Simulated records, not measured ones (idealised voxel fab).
This is a process module. Its name is voxel self aligned vias.
The width of the displayed cross-section, cut, is 210 nm; its cells are square, with a size of 5 nm.
A cross-section is a grid of square cells, given in bands from the top down. A band is one or more rows of cells.
It is stipulated that each band's entry specify, in nanometres, the height of the top of the band and then that of its bottom, followed by the materials of the band in left-to-right sequence, each together with its width in nanometres. A single material marked by the word "full width" is understood to fill the band from edge to edge; the word "empty" is understood to denote empty space.
Counting heights begins at 0, where everything beneath is, in the wafer as received, one material. The lowest band has no bottom; it goes on downwards, as "0 down" shows.
The notation "30 to 40" denotes a width that varies across the rows of cells in the band, beginning at the first number in the top row, finishing at the second number in the bottom row, and changing by an identical amount from each row to the next.
Step note "nothing changed" = no cross-section cell changed.
For the entry "Catalogued sealed voids", the listed items are empty spaces with no open way to the top whose size is 8 cells or more; each item follows the pattern width x height at distance, where distance is from the left edge and all three are in nm.
That trailing text on a step's line, after the settings, is the simulator's own remark on the step.
"overlay nm" denotes, for a step that has a mask, the displacement of the mask to the right of its planned place, with negative values corresponding to the left.

So here's the lineup of process steps we planned:
| 1 | RECEIVE (material Si) |
| 2 | CONFORMAL_DEP (material SiO2; thk nm 15) |
| 3 | CONFORMAL_DEP (material SiCN; thk nm 5) |
| 4 | DIRECTIONAL_DEP (material SiO2; thk nm 25) |
| 5 | PATTERN (tone open; mask id LINES; material resist; width nm 20; pitch nm 60; thk nm 15; overlay nm 0) |
| 6 | DIRECTIONAL_ETCH (etch materials SiO2; depth nm 25) |
| 7 | STRIP (etch materials resist) |
| 8 | CONFORMAL_DEP (material TiN; thk nm 5) |
| 9 | FILL_DEP (material Ru; thk nm 5) |
| 10 | CMP (height nm 45) |
| 11 | SELECTIVE_ETCH (etch materials W Ru TiN; depth nm 10) |
| 12 | FILL_DEP (material SiN; thk nm 5) |
| 13 | CMP (height nm 45) |
| 14 | DIRECTIONAL_DEP (material SiO2; thk nm 20) |
| 15 | DIRECTIONAL_DEP (material aC; thk nm 10) |
| 16 | PATTERN (tone open; mask id VIAS; material resist; width nm 30; thk nm 30; overlay nm 0) |
| 17 | DIRECTIONAL_ETCH (etch materials aC; depth nm 10) |
| 18 | STRIP (etch materials resist) |
| 19 | DIRECTIONAL_ETCH (etch materials SiO2; depth nm 20) |
| 20 | DIRECTIONAL_ETCH (etch materials SiN; depth nm 10) |
| 21 | STRIP (etch materials aC) |
| 22 | CONFORMAL_DEP (material TiN; thk nm 5) |
| 23 | FILL_DEP (material Cu; thk nm 5) |
| 24 | CMP (height nm 65) |
| 25 | CONFORMAL_DEP (material SiCN; thk nm 5) |

So, the first of our two wafers, run just as we planned it:

The cross-section here shows the wafer as received, i.e. in its state after step 1:
  0 down: Si full width
  Catalogued sealed voids: none

Cross-sectional representation of the wafer at the conclusion of step 2:
  15 to 0: SiO2 full width
  Note: structure below 0 unchanged.

Cross-sectional representation of the wafer at the conclusion of step 3:
  20 to 15: SiCN full width
  Note: structure below 15 unchanged.

Cross-sectional representation of the wafer at the conclusion of step 4:
  45 to 20: SiO2 full width
  Note: structure below 20 unchanged.

Cross-sectional representation of the wafer at the conclusion of step 5:
  60 to 45: resist 65 nm, empty 20 nm, resist 40 nm, empty 20 nm, resist 65 nm
  Note: structure below 45 unchanged.

Cross-sectional representation of the wafer at the conclusion of step 6:
  60 to 45: resist 65 nm, empty 20 nm, resist 40 nm, empty 20 nm, resist 65 nm
  45 to 20: SiO2 65 nm, empty 20 nm, SiO2 40 nm, empty 20 nm, SiO2 65 nm
  Note: structure below 20 unchanged.

Cross-sectional representation of the wafer at the conclusion of step 7:
  45 to 20: SiO2 65 nm, empty 20 nm, SiO2 40 nm, empty 20 nm, SiO2 65 nm
  Note: structure below 20 unchanged.

Cross-sectional representation of the wafer at the conclusion of step 8:
  50 to 45: TiN 70 nm, empty 10 nm, TiN 50 nm, empty 10 nm, TiN 70 nm
  45 to 25: SiO2 65 nm, TiN 5 nm, empty 10 nm, TiN 5 nm, SiO2 40 nm, TiN 5 nm, empty 10 nm, TiN 5 nm, SiO2 65 nm
  25 to 20: SiO2 65 nm, TiN 20 nm, SiO2 40 nm, TiN 20 nm, SiO2 65 nm
  Note: structure below 20 unchanged.

Cross-sectional representation of the wafer at the conclusion of step 9:
  55 to 50: Ru full width
  50 to 45: TiN 70 nm, Ru 10 nm, TiN 50 nm, Ru 10 nm, TiN 70 nm
  45 to 25: SiO2 65 nm, TiN 5 nm, Ru 10 nm, TiN 5 nm, SiO2 40 nm, TiN 5 nm, Ru 10 nm, TiN 5 nm, SiO2 65 nm
  Note: structure below 25 unchanged.

Cross-sectional representation of the wafer at the conclusion of step 10:
  45 to 25: SiO2 65 nm, TiN 5 nm, Ru 10 nm, TiN 5 nm, SiO2 40 nm, TiN 5 nm, Ru 10 nm, TiN 5 nm, SiO2 65 nm
  Note: structure below 25 unchanged.

Cross-sectional representation of the wafer at the conclusion of step 11:
  45 to 35: SiO2 65 nm, empty 20 nm, SiO2 40 nm, empty 20 nm, SiO2 65 nm
  Note: structure below 35 unchanged.

Cross-sectional representation of the wafer at the conclusion of step 12:
  50 to 45: SiN full width
  45 to 35: SiO2 65 nm, SiN 20 nm, SiO2 40 nm, SiN 20 nm, SiO2 65 nm
  Note: structure below 35 unchanged.

Cross-sectional representation of the wafer at the conclusion of step 13:
  45 to 35: SiO2 65 nm, SiN 20 nm, SiO2 40 nm, SiN 20 nm, SiO2 65 nm
  Note: structure below 35 unchanged.

Cross-sectional representation of the wafer at the conclusion of step 14:
  65 to 45: SiO2 full width
  Note: structure below 45 unchanged.

Cross-sectional representation of the wafer at the conclusion of step 15:
  75 to 65: aC full width
  Note: structure below 65 unchanged.

Cross-sectional representation of the wafer at the conclusion of step 16:
  105 to 75: resist 60 nm, empty 30 nm, resist 120 nm
  Note: structure below 75 unchanged.

Cross-sectional representation of the wafer at the conclusion of step 17:
  95 to 75: resist 60 nm, empty 30 nm, resist 120 nm
  75 to 65: aC 60 nm, empty 30 nm, aC 120 nm
  Note: structure below 65 unchanged.

Cross-sectional representation of the wafer at the conclusion of step 18:
  75 to 65: aC 60 nm, empty 30 nm, aC 120 nm
  Note: structure below 65 unchanged.

Cross-sectional representation of the wafer at the conclusion of step 19:
  75 to 65: aC 60 nm, empty 30 nm, aC 120 nm
  65 to 45: SiO2 60 nm, empty 30 nm, SiO2 120 nm
  Note: structure below 45 unchanged.

Cross-sectional representation of the wafer at the conclusion of step 20:
  75 to 65: aC 60 nm, empty 30 nm, aC 120 nm
  65 to 45: SiO2 60 nm, empty 30 nm, SiO2 120 nm
  45 to 35: SiO2 65 nm, empty 20 nm, SiO2 40 nm, SiN 20 nm, SiO2 65 nm
  Note: structure below 35 unchanged.

Cross-sectional representation of the wafer at the conclusion of step 21:
  65 to 45: SiO2 60 nm, empty 30 nm, SiO2 120 nm
  Note: structure below 45 unchanged.

Cross-sectional representation of the wafer at the conclusion of step 22:
  70 to 65: TiN 65 nm, empty 20 nm, TiN 125 nm
  65 to 50: SiO2 60 nm, TiN 5 nm, empty 20 nm, TiN 5 nm, SiO2 120 nm
  50 to 45: SiO2 60 nm, TiN 10 nm, empty 10 nm, TiN 10 nm, SiO2 120 nm
  45 to 40: SiO2 65 nm, TiN 5 nm, empty 10 nm, TiN 5 nm, SiO2 40 nm, SiN 20 nm, SiO2 65 nm
  40 to 35: SiO2 65 nm, TiN 20 nm, SiO2 40 nm, SiN 20 nm, SiO2 65 nm
  Note: structure below 35 unchanged.

Cross-sectional representation of the wafer at the conclusion of step 23:
  75 to 70: Cu full width
  70 to 65: TiN 65 nm, Cu 20 nm, TiN 125 nm
  65 to 50: SiO2 60 nm, TiN 5 nm, Cu 20 nm, TiN 5 nm, SiO2 120 nm
  50 to 45: SiO2 60 nm, TiN 10 nm, Cu 10 nm, TiN 10 nm, SiO2 120 nm
  45 to 40: SiO2 65 nm, TiN 5 nm, Cu 10 nm, TiN 5 nm, SiO2 40 nm, SiN 20 nm, SiO2 65 nm
  Note: structure below 40 unchanged.

Cross-sectional representation of the wafer at the conclusion of step 24:
  65 to 50: SiO2 60 nm, TiN 5 nm, Cu 20 nm, TiN 5 nm, SiO2 120 nm
  Note: structure below 50 unchanged.

Cross-sectional representation of the wafer at the conclusion of step 25:
  70 to 65: SiCN full width
  Note: structure below 65 unchanged.

Wafer two. Identical start, identical plan. One mistake in execution. Identical history through step 15:

What the second wafer looks like in cross-section when step 16 should have wrapped up:
  105 to 75: resist 50 nm, empty 30 nm, resist 130 nm
  Note: structure below 75 unchanged.

What the second wafer looks like in cross-section when step 17 should have wrapped up:
  95 to 75: resist 50 nm, empty 30 nm, resist 130 nm
  75 to 65: aC 50 nm, empty 30 nm, aC 130 nm
  Note: structure below 65 unchanged.

What the second wafer looks like in cross-section when step 18 should have wrapped up:
  75 to 65: aC 50 nm, empty 30 nm, aC 130 nm
  Note: structure below 65 unchanged.

What the second wafer looks like in cross-section when step 19 should have wrapped up:
  75 to 65: aC 50 nm, empty 30 nm, aC 130 nm
  65 to 45: SiO2 50 nm, empty 30 nm, SiO2 130 nm
  Note: structure below 45 unchanged.

What the second wafer looks like in cross-section when step 20 should have wrapped up:
  75 to 65: aC 50 nm, empty 30 nm, aC 130 nm
  65 to 45: SiO2 50 nm, empty 30 nm, SiO2 130 nm
  45 to 35: SiO2 65 nm, empty 15 nm, SiN 5 nm, SiO2 40 nm, SiN 20 nm, SiO2 65 nm
  Note: structure below 35 unchanged.

What the second wafer looks like in cross-section when step 21 should have wrapped up:
  65 to 45: SiO2 50 nm, empty 30 nm, SiO2 130 nm
  Note: structure below 45 unchanged.

What the second wafer looks like in cross-section when step 22 should have wrapped up:
  70 to 65: TiN 55 nm, empty 20 nm, TiN 135 nm
  65 to 50: SiO2 50 nm, TiN 5 nm, empty 20 nm, TiN 5 nm, SiO2 130 nm
  50 to 45: SiO2 50 nm, TiN 20 nm, empty 5 nm, TiN 5 nm, SiO2 130 nm
  45 to 40: SiO2 65 nm, TiN 5 nm, empty 5 nm, TiN 5 nm, SiN 5 nm, SiO2 40 nm, SiN 20 nm, SiO2 65 nm
  40 to 35: SiO2 65 nm, TiN 15 nm, SiN 5 nm, SiO2 40 nm, SiN 20 nm, SiO2 65 nm
  Note: structure below 35 unchanged.

What the second wafer looks like in cross-section when step 23 should have wrapped up:
  75 to 70: Cu full width
  70 to 65: TiN 55 nm, Cu 20 nm, TiN 135 nm
  65 to 50: SiO2 50 nm, TiN 5 nm, Cu 20 nm, TiN 5 nm, SiO2 130 nm
  50 to 45: SiO2 50 nm, TiN 20 nm, Cu 5 nm, TiN 5 nm, SiO2 130 nm
  45 to 40: SiO2 65 nm, TiN 5 nm, Cu 5 nm, TiN 5 nm, SiN 5 nm, SiO2 40 nm, SiN 20 nm, SiO2 65 nm
  Note: structure below 40 unchanged.

What the second wafer looks like in cross-section when step 24 should have wrapped up:
  65 to 50: SiO2 50 nm, TiN 5 nm, Cu 20 nm, TiN 5 nm, SiO2 130 nm
  Note: structure below 50 unchanged.

What the second wafer looks like in cross-section when step 25 should have wrapped up:
  70 to 65: SiCN full width
  Note: structure below 65 unchanged.
Processing error: step 16: run off-plan, actual operation and settings PATTERN (tone open; mask id VIAS; material resist; width nm 30; thk nm 30; overlay nm -10)
at the end the second wafer has, in cells: 2 fewer of Cu | 2 more of SiN
